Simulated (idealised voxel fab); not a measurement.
Documented hereafter: the process module known as voxel transistor to metal.
In the cross-section labelled cut, the width is 170 nm and each square cell is 5 nm.
Cross-section format: a grid of square cells, given as bands from top to bottom; each band is one or more rows of cells.
Band entry format. Leading values: height of top, height of bottom, nm. Remainder: materials in left-to-right order, each with its width in nm. Special words: "everywhere" on a single material, which then fills the band edge to edge; "empty", empty space.
Height is counted from the level 0, under which the received wafer is composed throughout of one material. The lowest of the bands is not closed at the bottom but continues downward, in the notation "0 nm and below".
The width entry "30 to 40" should be interpreted row by row: the top row of cells in the band takes the first number, the bottom row takes the second number, and the change between adjacent rows is uniform throughout.
"changes: none" (step): cross-section cells unchanged, all of them.
Listed in "Closed internal voids": every empty space of 8 or more cells without an open way to the top. Form: width x height at distance, the distance being from the left edge, all in nm.
What comes after the settings on a step's line is commentary from the simulator itself on that step.
The "overlay nm" setting may appear on a step's line; for a step that uses a mask, it gives how far to the right of its planned position the mask lay, and a negative value indicates the left.
From here on the document is pairs. In a pair, the cross-section before one process step comes with the cross-section after it, and the latter goes no deeper than the lowest band that changed. What lies in between, the step and its settings, is written under the pair. A pair may be from a different run of this module on the same starting wafer than the pair above it, so it continues from that pair only where its entry headed "Incoming structure" says so.

Incoming structure:
* 40 nm to 35 nm = TiN: 45 | empty: 5 | TiN: 70 | empty: 5 | TiN: 45
* 35 nm to 25 nm = SiO2: 40 | TiN: 5 | empty: 5 | TiN: 5 | SiO2: 60 | TiN: 5 | empty: 5 | TiN: 5 | SiO2: 40
* 25 nm to 15 nm = SiO2: 40 | TiN: 5 | empty: 5 | TiN: 5 | SiO2: 10 | SiN: 5 | HfO2: 5 | TiN: 5 | W: 10 | TiN: 5 | HfO2: 5 | SiN: 5 | SiO2: 10 | TiN: 5 | empty: 5 | TiN: 5 | SiO2: 40
* 15 nm to 10 nm = SiO2: 40 | TiN: 15 | SiO2: 10 | SiN: 5 | HfO2: 5 | TiN: 5 | W: 10 | TiN: 5 | HfO2: 5 | SiN: 5 | SiO2: 10 | TiN: 15 | SiO2: 40
* 10 nm to 5 nm = SiO2: 40 | TiN: 10 | pSi: 15 | SiN: 5 | HfO2: 5 | TiN: 5 | W: 10 | TiN: 5 | HfO2: 5 | SiN: 5 | pSi: 15 | TiN: 10 | SiO2: 40
* 5 nm to 0 nm = SiO2: 25 | SiN: 5 | SiO2: 10 | TiN: 10 | pSi: 15 | SiN: 5 | HfO2: 5 | TiN: 20 | HfO2: 5 | SiN: 5 | pSi: 15 | TiN: 10 | SiO2: 10 | SiN: 5 | SiO2: 25
* 0 nm to -5 nm = SiO2: 40 | TiN: 10 | pSi: 15 | HfO2: 40 | pSi: 15 | TiN: 10 | SiO2: 40
* -5 nm to -20 nm = SiO2: 30 | pSi: 15 | SiO2: 5 | pSi: 15 | Si: 40 | pSi: 15 | SiO2: 5 | pSi: 15 | SiO2: 30
* -20 nm to -35 nm = Si: 30 | pSi: 35 | Si: 40 | pSi: 35 | Si: 30
* -35 nm and below = Si everywhere
* Closed internal voids: none

Result of Step:
* 50 nm to 40 nm = Ru everywhere
* 40 nm to 35 nm = TiN: 45 | Ru: 5 | TiN: 70 | Ru: 5 | TiN: 45
* 35 nm to 25 nm = SiO2: 40 | TiN: 5 | Ru: 5 | TiN: 5 | SiO2: 60 | TiN: 5 | Ru: 5 | TiN: 5 | SiO2: 40
* 25 nm to 15 nm = SiO2: 40 | TiN: 5 | Ru: 5 | TiN: 5 | SiO2: 10 | SiN: 5 | HfO2: 5 | TiN: 5 | W: 10 | TiN: 5 | HfO2: 5 | SiN: 5 | SiO2: 10 | TiN: 5 | Ru: 5 | TiN: 5 | SiO2: 40
* Everything under 15 stays put, no change at all.
* Closed internal voids: none
The two cross-sections above are separated by a single process step, namely FILL_DEP with material Ru, thk nm 10

Incoming structure: The cross-section prior to this step is the one presented after the step of the pair immediately above.

Result of Step:
* 35 nm to 25 nm = SiO2: 40 | TiN: 5 | Ru: 5 | TiN: 5 | SiO2: 60 | TiN: 5 | Ru: 5 | TiN: 5 | SiO2: 40
* Everything under 25 stays put, no change at all.
* Closed internal voids: none
The two cross-sections above are separated by a single process step, namely CMP with height nm 35

Incoming structure: The cross-section prior to this step is the one presented after the step of the pair immediately above.

Result of Step:
* 40 nm to 35 nm = TiN everywhere
* Everything under 35 stays put, no change at all.
* Closed internal voids: none
The two cross-sections above are separated by a single process step, namely DIRECTIONAL_DEP with material TiN, thk nm 5

Incoming structure: The cross-section prior to this step is the one presented after the step of the pair immediately above.

Result of Step:
* 65 nm to 40 nm = W everywhere
* Everything under 40 stays put, no change at all.
* Closed internal voids: none
The two cross-sections above are separated by a single process step, namely DIRECTIONAL_DEP with material W, thk nm 25

Incoming structure: The cross-section prior to this step is the one presented after the step of the pair immediately above.

Result of Step:
* 80 nm to 65 nm = aC everywhere
* Everything under 65 stays put, no change at all.
* Closed internal voids: none
The two cross-sections above are separated by a single process step, namely DIRECTIONAL_DEP with material aC, thk nm 15

Incoming structure: The cross-section prior to this step is the one presented after the step of the pair immediately above.

Result of Step:
* 110 nm to 80 nm = empty: 40 | resist: 15 | empty: 60 | resist: 15 | empty: 40
* Everything under 80 stays put, no change at all.
* Closed internal voids: none
The two cross-sections above are separated by a single process step, namely PATTERN with tone cover, mask id METAL_1, material resist, width nm 15, pitch nm 75, thk nm 30, overlay nm 0

Incoming structure: The cross-section prior to this step is the one presented after the step of the pair immediately above.

Result of Step:
* 95 nm to 80 nm = empty: 40 | resist: 15 | empty: 60 | resist: 15 | empty: 40
* 80 nm to 65 nm = empty: 40 | aC: 15 | empty: 60 | aC: 15 | empty: 40
* Everything under 65 stays put, no change at all.
* Closed internal voids: none
The two cross-sections above are separated by a single process step, namely DIRECTIONAL_ETCH with etch materials aC, depth nm 15

Incoming structure: The cross-section prior to this step is the one presented after the step of the pair immediately above.

Result of Step:
* 80 nm to 65 nm = empty: 40 | aC: 15 | empty: 60 | aC: 15 | empty: 40
* Everything under 65 stays put, no change at all.
* Closed internal voids: none
The two cross-sections above are separated by a single process step, namely STRIP with etch materials resist

Incoming structure: The cross-section prior to this step is the one presented after the step of the pair immediately above.

Result of Step:
* 80 nm to 65 nm = empty: 40 | aC: 15 | empty: 60 | aC: 15 | empty: 40
* 65 nm to 40 nm = empty: 40 | W: 15 | empty: 60 | W: 15 | empty: 40
* Everything under 40 stays put, no change at all.
* Closed internal voids: none
The two cross-sections above are separated by a single process step, namely DIRECTIONAL_ETCH with etch materials W, depth nm 25

Incoming structure: The cross-section prior to this step is the one presented after the step of the pair immediately above.

Result of Step:
* 80 nm to 65 nm = empty: 40 | aC: 15 | empty: 60 | aC: 15 | empty: 40
* 65 nm to 40 nm = empty: 40 | W: 15 | empty: 60 | W: 15 | empty: 40
* 40 nm to 35 nm = empty: 40 | TiN: 15 | empty: 60 | TiN: 15 | empty: 40
* Everything under 35 stays put, no change at all.
* Closed internal voids: none
The two cross-sections above are separated by a single process step, namely DIRECTIONAL_ETCH with etch materials TiN, depth nm 5

Incoming structure: The cross-section prior to this step is the one presented after the step of the pair immediately above.

Result of Step:
* 65 nm to 40 nm = empty: 40 | W: 15 | empty: 60 | W: 15 | empty: 40
* Everything under 40 stays put, no change at all.
* Closed internal voids: none
The two cross-sections above are separated by a single process step, namely STRIP with etch materials aC

Incoming structure: The cross-section prior to this step is the one presented after the step of the pair immediately above.

Result of Step:
* 70 nm to 65 nm = empty: 35 | SiCN: 25 | empty: 50 | SiCN: 25 | empty: 35
* 65 nm to 40 nm = empty: 35 | SiCN: 5 | W: 15 | SiCN: 5 | empty: 50 | SiCN: 5 | W: 15 | SiCN: 5 | empty: 35
* 40 nm to 35 nm = SiCN: 40 | TiN: 15 | SiCN: 60 | TiN: 15 | SiCN: 40
* Everything under 35 stays put, no change at all.
* Closed internal voids: none
The two cross-sections above are separated by a single process step, namely CONFORMAL_DEP with material SiCN, thk nm 5

Incoming structure: The cross-section prior to this step is the one presented after the step of the pair immediately above.

Result of Step:
* 80 nm to 70 nm = lowk everywhere
* 70 nm to 65 nm = lowk: 35 | SiCN: 25 | lowk: 50 | SiCN: 25 | lowk: 35
* 65 nm to 40 nm = lowk: 35 | SiCN: 5 | W: 15 | SiCN: 5 | lowk: 50 | SiCN: 5 | W: 15 | SiCN: 5 | lowk: 35
* Everything under 40 stays put, no change at all.
* Closed internal voids: none
The two cross-sections above are separated by a single process step, namely FILL_DEP with material lowk, thk nm 10

Incoming structure: The cross-section prior to this step is the one presented after the step of the pair immediately above.

Result of Step:
* 65 nm to 40 nm = lowk: 35 | SiCN: 5 | W: 15 | SiCN: 5 | lowk: 50 | SiCN: 5 | W: 15 | SiCN: 5 | lowk: 35
* Everything under 40 stays put, no change at all.
* Closed internal voids: none
The two cross-sections above are separated by a single process step, namely CMP with height nm 65

Incoming structure: The cross-section prior to this step is the one presented after the step of the pair immediately above.

Result of Step:
* 70 nm to 65 nm = SiCN everywhere
* Everything under 65 stays put, no change at all.
* Closed internal voids: none
The two cross-sections above are separated by a single process step, namely CONFORMAL_DEP with material SiCN, thk nm 5

Incoming structure:
* 30 nm to 25 nm = empty: 65 | SiN: 5 | empty: 30 | SiN: 5 | empty: 65
* 25 nm to 10 nm = SiO2: 65 | SiN: 5 | empty: 30 | SiN: 5 | SiO2: 65
* 10 nm to 5 nm = SiO2: 50 | pSi: 15 | SiN: 5 | empty: 30 | SiN: 5 | pSi: 15 | SiO2: 50
* 5 nm to 0 nm = SiO2: 25 | SiN: 5 | SiO2: 20 | pSi: 15 | SiN: 5 | empty: 30 | SiN: 5 | pSi: 15 | SiO2: 20 | SiN: 5 | SiO2: 25
* 0 nm to -5 nm = SiO2: 50 | pSi: 15 | empty: 40 | pSi: 15 | SiO2: 50
* -5 nm to -20 nm = SiO2: 30 | pSi: 35 | Si: 40 | pSi: 35 | SiO2: 30
* -20 nm and below = Si everywhere
* Closed internal voids: none

Result of Step:
* 35 nm to 30 nm = empty: 60 | TiN: 15 | empty: 20 | TiN: 15 | empty: 60
* 30 nm to 25 nm = TiN: 65 | SiN: 5 | TiN: 5 | empty: 20 | TiN: 5 | SiN: 5 | TiN: 65
* 25 nm to 10 nm = SiO2: 65 | SiN: 5 | TiN: 5 | empty: 20 | TiN: 5 | SiN: 5 | SiO2: 65
* 10 nm to 5 nm = SiO2: 50 | pSi: 15 | SiN: 5 | TiN: 5 | empty: 20 | TiN: 5 | SiN: 5 | pSi: 15 | SiO2: 50
* 5 nm to 0 nm = SiO2: 25 | SiN: 5 | SiO2: 20 | pSi: 15 | SiN: 5 | TiN: 5 | empty: 20 | TiN: 5 | SiN: 5 | pSi: 15 | SiO2: 20 | SiN: 5 | SiO2: 25
* 0 nm to -5 nm = SiO2: 50 | pSi: 15 | TiN: 40 | pSi: 15 | SiO2: 50
* Everything under -5 stays put, no change at all.
* Closed internal voids: none
The two cross-sections above are separated by a single process step, namely CONFORMAL_DEP with material TiN, thk nm 5

Incoming structure: The cross-section prior to this step is the one presented after the step of the pair immediately above.

Result of Step:
* 40 nm to 35 nm = empty: 55 | HfO2: 25 | empty: 10 | HfO2: 25 | empty: 55
* 35 nm to 30 nm = HfO2: 60 | TiN: 15 | HfO2: 5 | empty: 10 | HfO2: 5 | TiN: 15 | HfO2: 60
* 30 nm to 25 nm = TiN: 65 | SiN: 5 | TiN: 5 | HfO2: 5 | empty: 10 | HfO2: 5 | TiN: 5 | SiN: 5 | TiN: 65
* 25 nm to 10 nm = SiO2: 65 | SiN: 5 | TiN: 5 | HfO2: 5 | empty: 10 | HfO2: 5 | TiN: 5 | SiN: 5 | SiO2: 65
* 10 nm to 5 nm = SiO2: 50 | pSi: 15 | SiN: 5 | TiN: 5 | HfO2: 5 | empty: 10 | HfO2: 5 | TiN: 5 | SiN: 5 | pSi: 15 | SiO2: 50
* 5 nm to 0 nm = SiO2: 25 | SiN: 5 | SiO2: 20 | pSi: 15 | SiN: 5 | TiN: 5 | HfO2: 20 | TiN: 5 | SiN: 5 | pSi: 15 | SiO2: 20 | SiN: 5 | SiO2: 25
* Everything under 0 stays put, no change at all.
* Closed internal voids: none
The two cross-sections above are separated by a single process step, namely CONFORMAL_DEP with material HfO2, thk nm 5

Incoming structure: The cross-section prior to this step is the one presented after the step of the pair immediately above.

Result of Step:
* 45 nm to 40 nm = W everywhere
* 40 nm to 35 nm = W: 55 | HfO2: 25 | W: 10 | HfO2: 25 | W: 55
* 35 nm to 30 nm = HfO2: 60 | TiN: 15 | HfO2: 5 | W: 10 | HfO2: 5 | TiN: 15 | HfO2: 60
* 30 nm to 25 nm = TiN: 65 | SiN: 5 | TiN: 5 | HfO2: 5 | W: 10 | HfO2: 5 | TiN: 5 | SiN: 5 | TiN: 65
* 25 nm to 10 nm = SiO2: 65 | SiN: 5 | TiN: 5 | HfO2: 5 | W: 10 | HfO2: 5 | TiN: 5 | SiN: 5 | SiO2: 65
* 10 nm to 5 nm = SiO2: 50 | pSi: 15 | SiN: 5 | TiN: 5 | HfO2: 5 | W: 10 | HfO2: 5 | TiN: 5 | SiN: 5 | pSi: 15 | SiO2: 50
* Everything under 5 stays put, no change at all.
* Closed internal voids: none
The two cross-sections above are separated by a single process step, namely FILL_DEP with material W, thk nm 5

Incoming structure: The cross-section prior to this step is the one presented after the step of the pair immediately above.

Result of Step:
* 25 nm to 10 nm = SiO2: 65 | SiN: 5 | TiN: 5 | HfO2: 5 | W: 10 | HfO2: 5 | TiN: 5 | SiN: 5 | SiO2: 65
* Everything under 10 stays put, no change at all.
* Closed internal voids: none
The two cross-sections above are separated by a single process step, namely CMP with height nm 25

Incoming structure: The cross-section prior to this step is the one presented after the step of the pair immediately above.

Result of Step:
* 35 nm to 25 nm = SiO2 everywhere
* Everything under 25 stays put, no change at all.
* Closed internal voids: none
The two cross-sections above are separated by a single process step, namely DIRECTIONAL_DEP with material SiO2, thk nm 10

Incoming structure: The cross-section prior to this step is the one presented after the step of the pair immediately above.

Result of Step:
* 55 nm to 35 nm = resist: 40 | empty: 15 | resist: 60 | empty: 15 | resist: 40
* Everything under 35 stays put, no change at all.
* Closed internal voids: none
The two cross-sections above are separated by a single process step, namely PATTERN with tone open, mask id CONTACT, material resist, width nm 15, pitch nm 75, thk nm 20, overlay nm 0

Incoming structure: The cross-section prior to this step is the one presented after the step of the pair immediately above.

Result of Step:
* 55 nm to 35 nm = resist: 40 | empty: 15 | resist: 60 | empty: 15 | resist: 40
* 35 nm to 25 nm = SiO2: 40 | empty: 15 | SiO2: 60 | empty: 15 | SiO2: 40
* 25 nm to 10 nm = SiO2: 40 | empty: 15 | SiO2: 10 | SiN: 5 | TiN: 5 | HfO2: 5 | W: 10 | HfO2: 5 | TiN: 5 | SiN: 5 | SiO2: 10 | empty: 15 | SiO2: 40
* 10 nm to 5 nm = SiO2: 40 | empty: 10 | pSi: 15 | SiN: 5 | TiN: 5 | HfO2: 5 | W: 10 | HfO2: 5 | TiN: 5 | SiN: 5 | pSi: 15 | empty: 10 | SiO2: 40
* 5 nm to 0 nm = SiO2: 25 | SiN: 5 | SiO2: 10 | empty: 10 | pSi: 15 | SiN: 5 | TiN: 5 | HfO2: 20 | TiN: 5 | SiN: 5 | pSi: 15 | empty: 10 | SiO2: 10 | SiN: 5 | SiO2: 25
* 0 nm to -5 nm = SiO2: 40 | empty: 10 | pSi: 15 | TiN: 40 | pSi: 15 | empty: 10 | SiO2: 40
* Everything under -5 stays put, no change at all.
* Closed internal voids: none
The two cross-sections above are separated by a single process step, namely DIRECTIONAL_ETCH with etch materials SiO2, depth nm 40

Incoming structure: The cross-section prior to this step is the one presented after the step of the pair immediately above.

Result of Step:
* 35 nm to 25 nm = SiO2: 40 | empty: 15 | SiO2: 60 | empty: 15 | SiO2: 40
* Everything under 25 stays put, no change at all.
* Closed internal voids: none
The two cross-sections above are separated by a single process step, namely STRIP with etch materials resist

Incoming structure: The cross-section prior to this step is the one presented after the step of the pair immediately above.

Result of Step:
* 40 nm to 35 nm = TiN: 45 | empty: 5 | TiN: 70 | empty: 5 | TiN: 45
* 35 nm to 25 nm = SiO2: 40 | TiN: 5 | empty: 5 | TiN: 5 | SiO2: 60 | TiN: 5 | empty: 5 | TiN: 5 | SiO2: 40
* 25 nm to 15 nm = SiO2: 40 | TiN: 5 | empty: 5 | TiN: 5 | SiO2: 10 | SiN: 5 | TiN: 5 | HfO2: 5 | W: 10 | HfO2: 5 | TiN: 5 | SiN: 5 | SiO2: 10 | TiN: 5 | empty: 5 | TiN: 5 | SiO2: 40
* 15 nm to 10 nm = SiO2: 40 | TiN: 15 | SiO2: 10 | SiN: 5 | TiN: 5 | HfO2: 5 | W: 10 | HfO2: 5 | TiN: 5 | SiN: 5 | SiO2: 10 | TiN: 15 | SiO2: 40
* 10 nm to 5 nm = SiO2: 40 | TiN: 10 | pSi: 15 | SiN: 5 | TiN: 5 | HfO2: 5 | W: 10 | HfO2: 5 | TiN: 5 | SiN: 5 | pSi: 15 | TiN: 10 | SiO2: 40
* 5 nm to 0 nm = SiO2: 25 | SiN: 5 | SiO2: 10 | TiN: 10 | pSi: 15 | SiN: 5 | TiN: 5 | HfO2: 20 | TiN: 5 | SiN: 5 | pSi: 15 | TiN: 10 | SiO2: 10 | SiN: 5 | SiO2: 25
* 0 nm to -5 nm = SiO2: 40 | TiN: 10 | pSi: 15 | TiN: 40 | pSi: 15 | TiN: 10 | SiO2: 40
* Everything under -5 stays put, no change at all.
* Closed internal voids: none
The two cross-sections above are separated by a single process step, namely CONFORMAL_DEP with material TiN, thk nm 5

Incoming structure: The cross-section prior to this step is the one presented after the step of the pair immediately above.

Result of Step:
* 50 nm to 40 nm = Ru everywhere
* 40 nm to 35 nm = TiN: 45 | Ru: 5 | TiN: 70 | Ru: 5 | TiN: 45
* 35 nm to 25 nm = SiO2: 40 | TiN: 5 | Ru: 5 | TiN: 5 | SiO2: 60 | TiN: 5 | Ru: 5 | TiN: 5 | SiO2: 40
* 25 nm to 15 nm = SiO2: 40 | TiN: 5 | Ru: 5 | TiN: 5 | SiO2: 10 | SiN: 5 | TiN: 5 | HfO2: 5 | W: 10 | HfO2: 5 | TiN: 5 | SiN: 5 | SiO2: 10 | TiN: 5 | Ru: 5 | TiN: 5 | SiO2: 40
* Everything under 15 stays put, no change at all.
* Closed internal voids: none
The two cross-sections above are separated by a single process step, namely FILL_DEP with material Ru, thk nm 10

Incoming structure: The cross-section prior to this step is the one presented after the step of the pair immediately above.

Result of Step:
* 35 nm to 25 nm = SiO2: 40 | TiN: 5 | Ru: 5 | TiN: 5 | SiO2: 60 | TiN: 5 | Ru: 5 | TiN: 5 | SiO2: 40
* Everything under 25 stays put, no change at all.
* Closed internal voids: none
The two cross-sections above are separated by a single process step, namely CMP with height nm 35

Incoming structure: The cross-section prior to this step is the one presented after the step of the pair immediately above.

Result of Step:
* 40 nm to 35 nm = TiN everywhere
* Everything under 35 stays put, no change at all.
* Closed internal voids: none
The two cross-sections above are separated by a single process step, namely DIRECTIONAL_DEP with material TiN, thk nm 5

Incoming structure: The cross-section prior to this step is the one presented after the step of the pair immediately above.

Result of Step:
* 65 nm to 40 nm = W everywhere
* Everything under 40 stays put, no change at all.
* Closed internal voids: none
The two cross-sections above are separated by a single process step, namely DIRECTIONAL_DEP with material W, thk nm 25

Incoming structure: The cross-section prior to this step is the one presented after the step of the pair immediately above.

Result of Step:
* 80 nm to 65 nm = aC everywhere
* Everything under 65 stays put, no change at all.
* Closed internal voids: none
The two cross-sections above are separated by a single process step, namely DIRECTIONAL_DEP with material aC, thk nm 15

Incoming structure: The cross-section prior to this step is the one presented after the step of the pair immediately above.

Result of Step:
* 110 nm to 80 nm = empty: 40 | resist: 15 | empty: 60 | resist: 15 | empty: 40
* Everything under 80 stays put, no change at all.
* Closed internal voids: none
The two cross-sections above are separated by a single process step, namely PATTERN with tone cover, mask id METAL_1, material resist, width nm 15, pitch nm 75, thk nm 30, overlay nm 0

Incoming structure: The cross-section prior to this step is the one presented after the step of the pair immediately above.

Result of Step:
* 95 nm to 80 nm = empty: 40 | resist: 15 | empty: 60 | resist: 15 | empty: 40
* 80 nm to 65 nm = empty: 40 | aC: 15 | empty: 60 | aC: 15 | empty: 40
* Everything under 65 stays put, no change at all.
* Closed internal voids: none
The two cross-sections above are separated by a single process step, namely DIRECTIONAL_ETCH with etch materials aC, depth nm 15

Incoming structure: The cross-section prior to this step is the one presented after the step of the pair immediately above.

Result of Step:
* 80 nm to 65 nm = empty: 40 | aC: 15 | empty: 60 | aC: 15 | empty: 40
* Everything under 65 stays put, no change at all.
* Closed internal voids: none
The two cross-sections above are separated by a single process step, namely STRIP with etch materials resist

Incoming structure: The cross-section prior to this step is the one presented after the step of the pair immediately above.

Result of Step:
* 80 nm to 65 nm = empty: 40 | aC: 15 | empty: 60 | aC: 15 | empty: 40
* 65 nm to 40 nm = empty: 40 | W: 15 | empty: 60 | W: 15 | empty: 40
* Everything under 40 stays put, no change at all.
* Closed internal voids: none
The two cross-sections above are separated by a single process step, namely DIRECTIONAL_ETCH with etch materials W, depth nm 25

Incoming structure: The cross-section prior to this step is the one presented after the step of the pair immediately above.

Result of Step:
* 80 nm to 65 nm = empty: 40 | aC: 15 | empty: 60 | aC: 15 | empty: 40
* 65 nm to 40 nm = empty: 40 | W: 15 | empty: 60 | W: 15 | empty: 40
* 40 nm to 35 nm = empty: 40 | TiN: 15 | empty: 60 | TiN: 15 | empty: 40
* Everything under 35 stays put, no change at all.
* Closed internal voids: none
The two cross-sections above are separated by a single process step, namely DIRECTIONAL_ETCH with etch materials TiN, depth nm 5

Incoming structure: The cross-section prior to this step is the one presented after the step of the pair immediately above.

Result of Step:
* 65 nm to 40 nm = empty: 40 | W: 15 | empty: 60 | W: 15 | empty: 40
* Everything under 40 stays put, no change at all.
* Closed internal voids: none
The two cross-sections above are separated by a single process step, namely STRIP with etch materials aC

Incoming structure: The cross-section prior to this step is the one presented after the step of the pair immediately above.

Result of Step:
* 70 nm to 65 nm = empty: 35 | SiCN: 25 | empty: 50 | SiCN: 25 | empty: 35
* 65 nm to 40 nm = empty: 35 | SiCN: 5 | W: 15 | SiCN: 5 | empty: 50 | SiCN: 5 | W: 15 | SiCN: 5 | empty: 35
* 40 nm to 35 nm = SiCN: 40 | TiN: 15 | SiCN: 60 | TiN: 15 | SiCN: 40
* Everything under 35 stays put, no change at all.
* Closed internal voids: none
The two cross-sections above are separated by a single process step, namely CONFORMAL_DEP with material SiCN, thk nm 5

Incoming structure: The cross-section prior to this step is the one presented after the step of the pair immediately above.

Result of Step:
* 80 nm to 70 nm = lowk everywhere
* 70 nm to 65 nm = lowk: 35 | SiCN: 25 | lowk: 50 | SiCN: 25 | lowk: 35
* 65 nm to 40 nm = lowk: 35 | SiCN: 5 | W: 15 | SiCN: 5 | lowk: 50 | SiCN: 5 | W: 15 | SiCN: 5 | lowk: 35
* Everything under 40 stays put, no change at all.
* Closed internal voids: none
The two cross-sections above are separated by a single process step, namely FILL_DEP with material lowk, thk nm 10

Incoming structure: The cross-section prior to this step is the one presented after the step of the pair immediately above.

Result of Step:
* 65 nm to 40 nm = lowk: 35 | SiCN: 5 | W: 15 | SiCN: 5 | lowk: 50 | SiCN: 5 | W: 15 | SiCN: 5 | lowk: 35
* Everything under 40 stays put, no change at all.
* Closed internal voids: none
The two cross-sections above are separated by a single process step, namely CMP with height nm 65

Incoming structure: The cross-section prior to this step is the one presented after the step of the pair immediately above.

Result of Step:
* 70 nm to 65 nm = SiCN everywhere
* Everything under 65 stays put, no change at all.
* Closed internal voids: none
The two cross-sections above are separated by a single process step, namely CONFORMAL_DEP with material SiCN, thk nm 5

Incoming structure:
* 30 nm to 15 nm = SiO2 everywhere
* 15 nm to 5 nm = SiO2: 30 | SiN: 110 | SiO2: 30
* 5 nm to 0 nm = SiO2 everywhere
* 0 nm to -20 nm = SiO2: 30 | Si: 110 | SiO2: 30
* -20 nm and below = Si everywhere
* Closed internal voids: none

Result of Step:
* 25 nm to 15 nm = SiO2 everywhere
* Everything under 15 stays put, no change at all.
* Closed internal voids: none
The two cross-sections above are separated by a single process step, namely CMP with height nm 25

Incoming structure:
* 20 nm to 15 nm = SiO2 everywhere
* 15 nm to 5 nm = SiO2: 30 | SiN: 110 | SiO2: 30
* 5 nm to 0 nm = SiO2 everywhere
* 0 nm to -20 nm = SiO2: 30 | Si: 110 | SiO2: 30
* -20 nm and below = Si everywhere
* Closed internal voids: none

Result of Step:
* 15 nm to 5 nm = SiO2: 30 | SiN: 110 | SiO2: 30
* Everything under 5 stays put, no change at all.
* Closed internal voids: none
The two cross-sections above are separated by a single process step, namely SELECTIVE_ETCH with etch materials SiO2, depth nm 5

Incoming structure: The cross-section prior to this step is the one presented after the step of the pair immediately above.

Result of Step:
* 45 nm to 15 nm = polySi everywhere
* Everything under 15 stays put, no change at all.
* Closed internal voids: none
The two cross-sections above are separated by a single process step, namely DIRECTIONAL_DEP with material polySi, thk nm 30

Incoming structure: The cross-section prior to this step is the one presented after the step of the pair immediately above.

Result of Step:
* 60 nm to 45 nm = SiCN everywhere
* Everything under 45 stays put, no change at all.
* Closed internal voids: none
The two cross-sections above are separated by a single process step, namely DIRECTIONAL_DEP with material SiCN, thk nm 15

Incoming structure: The cross-section prior to this step is the one presented after the step of the pair immediately above.

Result of Step:
* 60 nm to 45 nm = empty: 70 | SiCN: 30 | empty: 70
* Everything under 45 stays put, no change at all.
* Closed internal voids: none
The two cross-sections above are separated by a single process step, namely MASKED_ETCH with tone cover, mask id GATE, width nm 30, etch materials SiCN, depth nm 25, overlay nm 0

Incoming structure: The cross-section prior to this step is the one presented after the step of the pair immediately above.

Result of Step:
* 60 nm to 45 nm = empty: 70 | SiCN: 30 | empty: 70
* 45 nm to 15 nm = empty: 70 | polySi: 30 | empty: 70
* Everything under 15 stays put, no change at all.
* Closed internal voids: none
The two cross-sections above are separated by a single process step, namely MASKED_ETCH with tone cover, mask id GATE, width nm 30, etch materials polySi, depth nm 40, overlay nm 0

Incoming structure: The cross-section prior to this step is the one presented after the step of the pair immediately above.

Result of Step:
* 65 nm to 60 nm = empty: 65 | SiN: 40 | empty: 65
* 60 nm to 45 nm = empty: 65 | SiN: 5 | SiCN: 30 | SiN: 5 | empty: 65
* 45 nm to 20 nm = empty: 65 | SiN: 5 | polySi: 30 | SiN: 5 | empty: 65
* 20 nm to 15 nm = SiN: 70 | polySi: 30 | SiN: 70
* Everything under 15 stays put, no change at all.
* Closed internal voids: none
The two cross-sections above are separated by a single process step, namely CONFORMAL_DEP with material SiN, thk nm 5

Incoming structure: The cross-section prior to this step is the one presented after the step of the pair immediately above.

Result of Step:
* 60 nm to 45 nm = empty: 65 | SiN: 5 | SiCN: 30 | SiN: 5 | empty: 65
* 45 nm to 15 nm = empty: 65 | SiN: 5 | polySi: 30 | SiN: 5 | empty: 65
* Everything under 15 stays put, no change at all.
* Closed internal voids: none
The two cross-sections above are separated by a single process step, namely DIRECTIONAL_ETCH with etch materials SiN, depth nm 5

Incoming structure: The cross-section prior to this step is the one presented after the step of the pair immediately above.

Result of Step:
* 60 nm to 45 nm = empty: 65 | SiN: 5 | SiCN: 30 | SiN: 5 | empty: 65
* 45 nm to 15 nm = empty: 65 | SiN: 5 | polySi: 30 | SiN: 5 | empty: 65
* 15 nm to 10 nm = empty: 30 | SiN: 110 | empty: 30
* Everything under 10 stays put, no change at all.
* Closed internal voids: none
The two cross-sections above are separated by a single process step, namely DIRECTIONAL_ETCH with etch materials SiO2, depth nm 5

Incoming structure: The cross-section prior to this step is the one presented after the step of the pair immediately above.

Result of Step:
* 70 nm to 60 nm = SiO2 everywhere
* 60 nm to 45 nm = SiO2: 65 | SiN: 5 | SiCN: 30 | SiN: 5 | SiO2: 65
* 45 nm to 15 nm = SiO2: 65 | SiN: 5 | polySi: 30 | SiN: 5 | SiO2: 65
* 15 nm to 5 nm = SiO2: 30 | SiN: 110 | SiO2: 30
* Everything under 5 stays put, no change at all.
* Closed internal voids: none
The two cross-sections above are separated by a single process step, namely FILL_DEP with material SiO2, thk nm 10

Incoming structure: The cross-section prior to this step is the one presented after the step of the pair immediately above.

Result of Step:
* 30 nm to 15 nm = SiO2: 65 | SiN: 5 | polySi: 30 | SiN: 5 | SiO2: 65
* Everything under 15 stays put, no change at all.
* Closed internal voids: none
The two cross-sections above are separated by a single process step, namely CMP with height nm 30

Incoming structure: The cross-section prior to this step is the one presented after the step of the pair immediately above.

Result of Step:
* 30 nm to 15 nm = SiO2: 65 | SiN: 5 | empty: 30 | SiN: 5 | SiO2: 65
* Everything under 15 stays put, no change at all.
* Closed internal voids: none
The two cross-sections above are separated by a single process step, namely STRIP with etch materials polySi

Incoming structure: The cross-section prior to this step is the one presented after the step of the pair immediately above.

Result of Step:
* 30 nm to 25 nm = empty: 65 | SiN: 5 | empty: 30 | SiN: 5 | empty: 65
* Everything under 25 stays put, no change at all.
* Closed internal voids: none
The two cross-sections above are separated by a single process step, namely SELECTIVE_ETCH with etch materials SiO2, depth nm 5

Incoming structure: The cross-section prior to this step is the one presented after the step of the pair immediately above.

Result of Step:
* 35 nm to 30 nm = empty: 60 | HfO2: 15 | empty: 20 | HfO2: 15 | empty: 60
* 30 nm to 25 nm = HfO2: 65 | SiN: 5 | HfO2: 5 | empty: 20 | HfO2: 5 | SiN: 5 | HfO2: 65
* 25 nm to 20 nm = SiO2: 65 | SiN: 5 | HfO2: 5 | empty: 20 | HfO2: 5 | SiN: 5 | SiO2: 65
* 20 nm to 15 nm = SiO2: 65 | SiN: 5 | HfO2: 30 | SiN: 5 | SiO2: 65
* Everything under 15 stays put, no change at all.
* Closed internal voids: none
The two cross-sections above are separated by a single process step, namely CONFORMAL_DEP with material HfO2, thk nm 5
